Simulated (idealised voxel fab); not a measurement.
Presented below is a process module, voxel self aligned contacts.
Displayed cross-section: cut, width of 260 nm, square cells sized 5 nm.
How to read a cross-section here: the picture is a grid of square cells, written as bands going from the top down, and any band can span one or more rows of cells.
Top height, bottom height, nm. Materials left to right, width each, nm. Single material + "throughout" = fills band edge to edge. "blank" = empty.
A quick word on heights: they are counted from 0, and under that level the wafer as it came to us is one material throughout. The lowest band is different from the rest in having no bottom; it simply continues downward, written as in "top 0, no bottom".
A width such as "30..40" changes by the same amount from each row of cells to the next, from the band's top row to its bottom row.
It should be understood that the words "remained unchanged", when stated for a given step, signify that the cross-section underwent no change in any of its cells during that step.
Voids not open to the top, 8 cells minimum: see "Completely enclosed voids". Written width x height at distance; distance is from the left edge; nm.
Post-settings text on a step line: simulator's own remark regarding the step.
"overlay nm", when on a step's line for a step with a mask, measures how far to the right of its planned place the mask lay; a negative measure means to the left.

**Process steps - plan**
1: RECEIVE [material Si]
2: CONFORMAL_DEP [material SiO2] [thk nm 5]
3: DIRECTIONAL_DEP [material polySi] [thk nm 30]
4: DIRECTIONAL_DEP [material SiN] [thk nm 25]
5: MASKED_ETCH [tone cover] [mask id GATE] [width nm 25] [pitch nm 60] [etch materials SiN] [depth nm 25] [overlay nm 0]
6: MASKED_ETCH [tone cover] [mask id GATE] [width nm 25] [pitch nm 60] [etch materials polySi] [depth nm 30] [overlay nm 0]
7: CONFORMAL_DEP [material SiN] [thk nm 10]
8: DIRECTIONAL_ETCH [etch materials SiN] [depth nm 10]
9: FILL_DEP [material SiO2] [thk nm 15]
10: CMP [height nm 65]
11: MASKED_ETCH [tone open] [mask id CONTACT] [width nm 45] [pitch nm 60] [etch materials SiO2] [depth nm 65] [overlay nm 0]
12: CONFORMAL_DEP [material TiN] [thk nm 5]
13: FILL_DEP [material W] [thk nm 5]
14: CMP [height nm 65]
15: CONFORMAL_DEP [material SiCN] [thk nm 5]

**First wafer out of two, processed as planned**

**as received, after step 1**
  top 0, no bottom: Si throughout
  Completely enclosed voids: none

**Cross-section through the wafer, step 2 finished**
  top 5, bottom 0: SiO2 throughout
  Whatever lies below 0 is exactly as it was before.

**Cross-section through the wafer, step 3 finished**
  top 35, bottom 5: polySi throughout
  Whatever lies below 5 is exactly as it was before.

**Cross-section through the wafer, step 4 finished**
  top 60, bottom 35: SiN throughout
  Whatever lies below 35 is exactly as it was before.

**Cross-section through the wafer, step 5 finished**
  top 60, bottom 35: blank 55 nm, SiN 25 nm, blank 35 nm, SiN 25 nm, blank 35 nm, SiN 25 nm, blank 60 nm
  Whatever lies below 35 is exactly as it was before.

**Cross-section through the wafer, step 6 finished**
  top 60, bottom 35: blank 55 nm, SiN 25 nm, blank 35 nm, SiN 25 nm, blank 35 nm, SiN 25 nm, blank 60 nm
  top 35, bottom 5: blank 55 nm, polySi 25 nm, blank 35 nm, polySi 25 nm, blank 35 nm, polySi 25 nm, blank 60 nm
  Whatever lies below 5 is exactly as it was before.

**Cross-section through the wafer, step 7 finished**
  top 70, bottom 35: blank 45 nm, SiN 45 nm, blank 15 nm, SiN 45 nm, blank 15 nm, SiN 45 nm, blank 50 nm
  top 35, bottom 15: blank 45 nm, SiN 10 nm, polySi 25 nm, SiN 10 nm, blank 15 nm, SiN 10 nm, polySi 25 nm, SiN 10 nm, blank 15 nm, SiN 10 nm, polySi 25 nm, SiN 10 nm, blank 50 nm
  top 15, bottom 5: SiN 55 nm, polySi 25 nm, SiN 35 nm, polySi 25 nm, SiN 35 nm, polySi 25 nm, SiN 60 nm
  Whatever lies below 5 is exactly as it was before.

**Cross-section through the wafer, step 8 finished**
  top 60, bottom 35: blank 45 nm, SiN 45 nm, blank 15 nm, SiN 45 nm, blank 15 nm, SiN 45 nm, blank 50 nm
  top 35, bottom 5: blank 45 nm, SiN 10 nm, polySi 25 nm, SiN 10 nm, blank 15 nm, SiN 10 nm, polySi 25 nm, SiN 10 nm, blank 15 nm, SiN 10 nm, polySi 25 nm, SiN 10 nm, blank 50 nm
  Whatever lies below 5 is exactly as it was before.

**Cross-section through the wafer, step 9 finished**
  top 75, bottom 60: SiO2 throughout
  top 60, bottom 35: SiO2 45 nm, SiN 45 nm, SiO2 15 nm, SiN 45 nm, SiO2 15 nm, SiN 45 nm, SiO2 50 nm
  top 35, bottom 5: SiO2 45 nm, SiN 10 nm, polySi 25 nm, SiN 10 nm, SiO2 15 nm, SiN 10 nm, polySi 25 nm, SiN 10 nm, SiO2 15 nm, SiN 10 nm, polySi 25 nm, SiN 10 nm, SiO2 50 nm
  Whatever lies below 5 is exactly as it was before.

**Cross-section through the wafer, step 10 finished**
  top 65, bottom 60: SiO2 throughout
  Whatever lies below 60 is exactly as it was before.

**Cross-section through the wafer, step 11 finished**
  top 65, bottom 60: SiO2 75 nm, blank 45 nm, SiO2 15 nm, blank 45 nm, SiO2 80 nm
  top 60, bottom 35: SiO2 45 nm, SiN 45 nm, blank 15 nm, SiN 45 nm, blank 15 nm, SiN 45 nm, SiO2 50 nm
  top 35, bottom 5: SiO2 45 nm, SiN 10 nm, polySi 25 nm, SiN 10 nm, blank 15 nm, SiN 10 nm, polySi 25 nm, SiN 10 nm, blank 15 nm, SiN 10 nm, polySi 25 nm, SiN 10 nm, SiO2 50 nm
  top 5, bottom 0: SiO2 90 nm, blank 15 nm, SiO2 45 nm, blank 15 nm, SiO2 95 nm
  Whatever lies below 0 is exactly as it was before.

**Cross-section through the wafer, step 12 finished**
  top 70, bottom 65: TiN 80 nm, blank 35 nm, TiN 25 nm, blank 35 nm, TiN 85 nm
  top 65, bottom 60: SiO2 75 nm, TiN 20 nm, blank 5 nm, TiN 20 nm, SiO2 15 nm, TiN 20 nm, blank 5 nm, TiN 20 nm, SiO2 80 nm
  top 60, bottom 35: SiO2 45 nm, SiN 45 nm, TiN 5 nm, blank 5 nm, TiN 5 nm, SiN 45 nm, TiN 5 nm, blank 5 nm, TiN 5 nm, SiN 45 nm, SiO2 50 nm
  top 35, bottom 5: SiO2 45 nm, SiN 10 nm, polySi 25 nm, SiN 10 nm, TiN 5 nm, blank 5 nm, TiN 5 nm, SiN 10 nm, polySi 25 nm, SiN 10 nm, TiN 5 nm, blank 5 nm, TiN 5 nm, SiN 10 nm, polySi 25 nm, SiN 10 nm, SiO2 50 nm
  top 5, bottom 0: SiO2 90 nm, TiN 15 nm, SiO2 45 nm, TiN 15 nm, SiO2 95 nm
  Whatever lies below 0 is exactly as it was before.

**Cross-section through the wafer, step 13 finished**
  top 75, bottom 70: W throughout
  top 70, bottom 65: TiN 80 nm, W 35 nm, TiN 25 nm, W 35 nm, TiN 85 nm
  top 65, bottom 60: SiO2 75 nm, TiN 20 nm, W 5 nm, TiN 20 nm, SiO2 15 nm, TiN 20 nm, W 5 nm, TiN 20 nm, SiO2 80 nm
  top 60, bottom 35: SiO2 45 nm, SiN 45 nm, TiN 5 nm, W 5 nm, TiN 5 nm, SiN 45 nm, TiN 5 nm, W 5 nm, TiN 5 nm, SiN 45 nm, SiO2 50 nm
  top 35, bottom 5: SiO2 45 nm, SiN 10 nm, polySi 25 nm, SiN 10 nm, TiN 5 nm, W 5 nm, TiN 5 nm, SiN 10 nm, polySi 25 nm, SiN 10 nm, TiN 5 nm, W 5 nm, TiN 5 nm, SiN 10 nm, polySi 25 nm, SiN 10 nm, SiO2 50 nm
  Whatever lies below 5 is exactly as it was before.

**Cross-section through the wafer, step 14 finished**
  top 65, bottom 60: SiO2 75 nm, TiN 20 nm, W 5 nm, TiN 20 nm, SiO2 15 nm, TiN 20 nm, W 5 nm, TiN 20 nm, SiO2 80 nm
  Whatever lies below 60 is exactly as it was before.

**Cross-section through the wafer, step 15 finished**
  top 70, bottom 65: SiCN throughout
  Whatever lies below 65 is exactly as it was before.

**Regarding the second of the two wafers: it shared the first wafer's starting condition and process plan, yet one error occurred during its execution. Its history coincides with that of the first wafer up to and including step 10**

**Cross-section of the second wafer when, according to plan, step 11 should have finished**
  top 65, bottom 60: SiO2 80 nm, blank 45 nm, SiO2 15 nm, blank 45 nm, SiO2 75 nm
  top 60, bottom 35: SiO2 45 nm, SiN 45 nm, blank 15 nm, SiN 45 nm, blank 15 nm, SiN 45 nm, SiO2 50 nm
  top 35, bottom 5: SiO2 45 nm, SiN 10 nm, polySi 25 nm, SiN 10 nm, blank 15 nm, SiN 10 nm, polySi 25 nm, SiN 10 nm, blank 15 nm, SiN 10 nm, polySi 25 nm, SiN 10 nm, SiO2 50 nm
  top 5, bottom 0: SiO2 90 nm, blank 15 nm, SiO2 45 nm, blank 15 nm, SiO2 95 nm
  Whatever lies below 0 is exactly as it was before.

**Cross-section of the second wafer when, according to plan, step 12 should have finished**
  top 70, bottom 65: TiN 85 nm, blank 35 nm, TiN 25 nm, blank 35 nm, TiN 80 nm
  top 65, bottom 60: SiO2 80 nm, TiN 15 nm, blank 5 nm, TiN 25 nm, SiO2 15 nm, TiN 15 nm, blank 5 nm, TiN 25 nm, SiO2 75 nm
  top 60, bottom 35: SiO2 45 nm, SiN 45 nm, TiN 5 nm, blank 5 nm, TiN 5 nm, SiN 45 nm, TiN 5 nm, blank 5 nm, TiN 5 nm, SiN 45 nm, SiO2 50 nm
  top 35, bottom 5: SiO2 45 nm, SiN 10 nm, polySi 25 nm, SiN 10 nm, TiN 5 nm, blank 5 nm, TiN 5 nm, SiN 10 nm, polySi 25 nm, SiN 10 nm, TiN 5 nm, blank 5 nm, TiN 5 nm, SiN 10 nm, polySi 25 nm, SiN 10 nm, SiO2 50 nm
  top 5, bottom 0: SiO2 90 nm, TiN 15 nm, SiO2 45 nm, TiN 15 nm, SiO2 95 nm
  Whatever lies below 0 is exactly as it was before.

**Cross-section of the second wafer when, according to plan, step 13 should have finished**
  top 75, bottom 70: W throughout
  top 70, bottom 65: TiN 85 nm, W 35 nm, TiN 25 nm, W 35 nm, TiN 80 nm
  top 65, bottom 60: SiO2 80 nm, TiN 15 nm, W 5 nm, TiN 25 nm, SiO2 15 nm, TiN 15 nm, W 5 nm, TiN 25 nm, SiO2 75 nm
  top 60, bottom 35: SiO2 45 nm, SiN 45 nm, TiN 5 nm, W 5 nm, TiN 5 nm, SiN 45 nm, TiN 5 nm, W 5 nm, TiN 5 nm, SiN 45 nm, SiO2 50 nm
  top 35, bottom 5: SiO2 45 nm, SiN 10 nm, polySi 25 nm, SiN 10 nm, TiN 5 nm, W 5 nm, TiN 5 nm, SiN 10 nm, polySi 25 nm, SiN 10 nm, TiN 5 nm, W 5 nm, TiN 5 nm, SiN 10 nm, polySi 25 nm, SiN 10 nm, SiO2 50 nm
  Whatever lies below 5 is exactly as it was before.

**Cross-section of the second wafer when, according to plan, step 14 should have finished**
  top 65, bottom 60: SiO2 80 nm, TiN 15 nm, W 5 nm, TiN 25 nm, SiO2 15 nm, TiN 15 nm, W 5 nm, TiN 25 nm, SiO2 75 nm
  Whatever lies below 60 is exactly as it was before.

**Cross-section of the second wafer when, according to plan, step 15 should have finished**
  top 70, bottom 65: SiCN throughout
  Whatever lies below 65 is exactly as it was before.
Want to know what went wrong? step 11, actual vs plan mismatch, actual run MASKED_ETCH [tone open] [mask id CONTACT] [width nm 45] [pitch nm 60] [etch materials SiO2] [depth nm 65] [overlay nm 5]
The concluding comparison shows that, measured in cells, each material is equally abundant on both wafers, albeit at different positions.
